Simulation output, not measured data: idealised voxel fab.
Process module under the name voxel quadruple lines
Shown is cross-section cut, with a width of 180 nm and square cells of size 5 nm.
Throughout this document, each cross-section is represented as a grid of square cells and is presented as a sequence of bands enumerated from the top downward, where a band comprises one or more rows of cells.
This entry defines a band. It first specifies the height of the band's top and the height of its bottom in nm, and then specifies the band's materials from left to right, stating each material with its width in nm. The word "throughout" identifies a single material that fills the band from edge to edge, while the word "air" identifies empty space.
Zero point of the height axis is 0; under it, received wafer = one material. Lowest band: continues down indefinitely, "0..down".
Per-row width for "30->40": begins at first number (top row of band), ends at second number (bottom row), increment between rows held constant.
Key: "no modifications" - step with no changed cell in the cross-section.
Voids not open to the top, 8 cells minimum: see "Fully enclosed voids". Written width x height at distance; distance is from the left edge; nm.
Text after the settings on a step's line: the simulator's own remark on that step.
A step line may carry the setting "overlay nm", which, for steps involving a mask, states the distance by which the mask lay to the right of its intended position; negative values denote displacement to the left.
Here's what the planned process steps look like:
step 1: RECEIVE | material Si
step 2: CONFORMAL_DEP | material Al2O3 | thk nm 5
step 3: DIRECTIONAL_DEP | material TiN | thk nm 10
step 4: DIRECTIONAL_DEP | material polySi | thk nm 15
step 5: DIRECTIONAL_DEP | material aC | thk nm 25
step 6: PATTERN | tone cover | mask id MANDREL | material resist | width nm 25 | thk nm 35 | overlay nm 0
step 7: DIRECTIONAL_ETCH | etch materials aC | depth nm 25
step 8: STRIP | etch materials resist
step 9: CONFORMAL_DEP | material SiO2 | thk nm 15
step 10: DIRECTIONAL_ETCH | etch materials SiO2 | depth nm 15
step 11: STRIP | etch materials aC
step 12: DIRECTIONAL_ETCH | etch materials polySi | depth nm 15
step 13: STRIP | etch materials SiO2
step 14: CONFORMAL_DEP | material SiCN | thk nm 5
step 15: DIRECTIONAL_ETCH | etch materials SiCN | depth nm 5
step 16: STRIP | etch materials polySi
step 17: DIRECTIONAL_ETCH | etch materials TiN | depth nm 10
step 18: STRIP | etch materials SiCN
Cross-section of the incoming wafer, state after step 1:
	0..down  Si throughout
	Fully enclosed voids: none
First of two wafers: cross-section at end of module, run per plan:
	15..5  air 55 nm, TiN 5 nm, air 15 nm, TiN 5 nm, air 15 nm, TiN 5 nm, air 15 nm, TiN 5 nm, air 60 nm
	5..0  Al2O3 throughout
	0..down  Si throughout
	Fully enclosed voids: none
End-of-module cross-section of the second wafer: identical starting point and process plan to the first, with one processing mistake:
	15..5  air 65 nm, TiN 5 nm, air 15 nm, TiN 5 nm, air 15 nm, TiN 5 nm, air 15 nm, TiN 5 nm, air 50 nm
	5..0  Al2O3 throughout
	0..down  Si throughout
	Fully enclosed voids: none
What was done differently from what was planned? planned and actual differ for step 6; actual: PATTERN | tone cover | mask id MANDREL | material resist | width nm 25 | thk nm 35 | overlay nm 10
So at the finish, the second wafer's got exactly as many cells of each material as the first, just not in the same spots.
